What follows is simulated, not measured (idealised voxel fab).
process module | voxel released beams
cross-section cut | 215 nm wide | cells 5 nm
A cross-section is a grid of square cells, given in bands from the top down. A band is one or more rows of cells.
Each band's line starts with the height of the band's top and of its bottom, in nm. Then come its materials from left to right, each with its width in nm. One material with "throughout" fills the band from edge to edge. "air" is empty space.
Height 0 is the level under which the wafer as received is all one material. The lowest band goes on downwards, as in "0 down".
A width such as "30 to 40" changes by the same amount from each row of cells to the next, from the band's top row to its bottom row.
"no change" after a step means that no cell of the cross-section changed.
closed voids: empty space of 8 cells or more with no open way to the top, each as width x height at its distance from the left edge, in nm
after a step's settings: what the simulator itself notes on the step
overlay nm, on a step with a mask: how far to the right of its planned place the mask lay; to the left if negative
plan
1 op RECEIVE | material Si
2 op CONFORMAL_DEP | material SiN | thk nm 10
3 op DIRECTIONAL_DEP | material SiO2 | thk nm 15
4 op PATTERN | tone open | mask id ANCHOR | material resist | width nm 45 | thk nm 15 | overlay nm 0
5 op DIRECTIONAL_ETCH | etch materials SiO2 | depth nm 15
6 op STRIP | etch materials resist
7 op CONFORMAL_DEP | material W | thk nm 15
8 op MASKED_ETCH | tone cover | mask id BEAM | width nm 90 | etch materials W | depth nm 15 | overlay nm 0
9 op STRIP | etch materials SiO2
first wafer, as planned
as received, after step 1
  0 down: Si throughout
  closed voids: none
after step 2
  10 to 0: SiN throughout
  below 0: unchanged
after step 3
  25 to 10: SiO2 throughout
  below 10: unchanged
after step 4
  40 to 25: resist 65 | air 45 | resist 105
  below 25: unchanged
after step 5
  40 to 25: resist 65 | air 45 | resist 105
  25 to 10: SiO2 65 | air 45 | SiO2 105
  below 10: unchanged
after step 6
  25 to 10: SiO2 65 | air 45 | SiO2 105
  below 10: unchanged
after step 7
  40 to 25: W 80 | air 15 | W 120
  25 to 10: SiO2 65 | W 45 | SiO2 105
  below 10: unchanged
after step 8
  40 to 25: air 60 | W 20 | air 15 | W 55 | air 65
  below 25: unchanged
after step 9
  40 to 25: air 60 | W 20 | air 15 | W 55 | air 65
  25 to 10: air 65 | W 45 | air 105
  below 10: unchanged
second wafer: like start, like plan, one mistake. Through step 1 it matches the first wafer
when step 2 should have ended: no change
when step 3 should have ended
  15 to 0: SiO2 throughout
  below 0: unchanged
when step 4 should have ended
  30 to 15: resist 65 | air 45 | resist 105
  below 15: unchanged
when step 5 should have ended
  30 to 15: resist 65 | air 45 | resist 105
  15 to 0: SiO2 65 | air 45 | SiO2 105
  below 0: unchanged
when step 6 should have ended
  15 to 0: SiO2 65 | air 45 | SiO2 105
  below 0: unchanged
when step 7 should have ended
  30 to 15: W 80 | air 15 | W 120
  15 to 0: SiO2 65 | W 45 | SiO2 105
  below 0: unchanged
when step 8 should have ended
  30 to 15: air 60 | W 20 | air 15 | W 55 | air 65
  below 15: unchanged
when step 9 should have ended
  30 to 15: air 60 | W 20 | air 15 | W 55 | air 65
  15 to 0: air 65 | W 45 | air 105
  below 0: unchanged
what went wrong: step 2 was left out
at the end the second wafer has, in cells: 86 fewer of SiN
